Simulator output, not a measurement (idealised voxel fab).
process module | voxel released beams
cross-section cut | 275 nm wide | cells 5 nm
A cross-section is a grid of square cells, given in bands from the top down. A band is one or more rows of cells.
Each band's line starts with the height of the band's top and of its bottom, in nm. Then come its materials from left to right, each with its width in nm. One material with "throughout" fills the band from edge to edge. "air" is empty space.
Height 0 is the level under which the wafer as received is all one material. The lowest band goes on downwards, as in "0 down".
A width such as "30 to 40" changes by the same amount from each row of cells to the next, from the band's top row to its bottom row.
"no change" after a step means that no cell of the cross-section changed.
closed voids: empty space of 8 cells or more with no open way to the top, each as width x height at its distance from the left edge, in nm
after a step's settings: what the simulator itself notes on the step
overlay nm, on a step with a mask: how far to the right of its planned place the mask lay; to the left if negative
plan
1 op RECEIVE | material Si
2 op CONFORMAL_DEP | material SiN | thk nm 10
3 op DIRECTIONAL_DEP | material SiO2 | thk nm 20
4 op DIRECTIONAL_DEP | material aC | thk nm 15
5 op PATTERN | tone open | mask id ANCHOR | material resist | width nm 30 | thk nm 35 | overlay nm 0
6 op DIRECTIONAL_ETCH | etch materials aC | depth nm 15
7 op STRIP | etch materials resist
8 op DIRECTIONAL_ETCH | etch materials SiO2 | depth nm 20
9 op STRIP | etch materials aC
10 op CONFORMAL_DEP | material TiN | thk nm 10
11 op PATTERN | tone cover | mask id BEAM | material resist | width nm 75 | thk nm 15 | overlay nm 0
12 op DIRECTIONAL_ETCH | etch materials TiN | depth nm 10
13 op STRIP | etch materials resist
14 op STRIP | etch materials SiO2
as received, after step 1
  0 down: Si throughout
  closed voids: none
first wafer at the end, as planned
  40 to 30: air 95 | TiN 15 | air 10 | TiN 50 | air 105
  30 to 20: air 100 | TiN 10 | air 10 | TiN 10 | air 145
  20 to 10: air 100 | TiN 30 | air 145
  10 to 0: SiN throughout
  0 down: Si throughout
  closed voids: none
second wafer at the end: like start, like plan, one mistake
  40 to 30: air 95 | TiN 10 | air 20 | TiN 45 | air 105
  30 to 20: air 95 | TiN 10 | air 20 | TiN 10 | air 140
  20 to 10: air 95 | TiN 40 | air 140
  10 to 0: SiN throughout
  0 down: Si throughout
  closed voids: none
what went wrong: step 5 ran as: op PATTERN | tone open | mask id ANCHOR | material resist | width nm 40 | thk nm 35 | overlay nm 0
at the end the second wafer has, in cells: as many of each material as the first, in other places
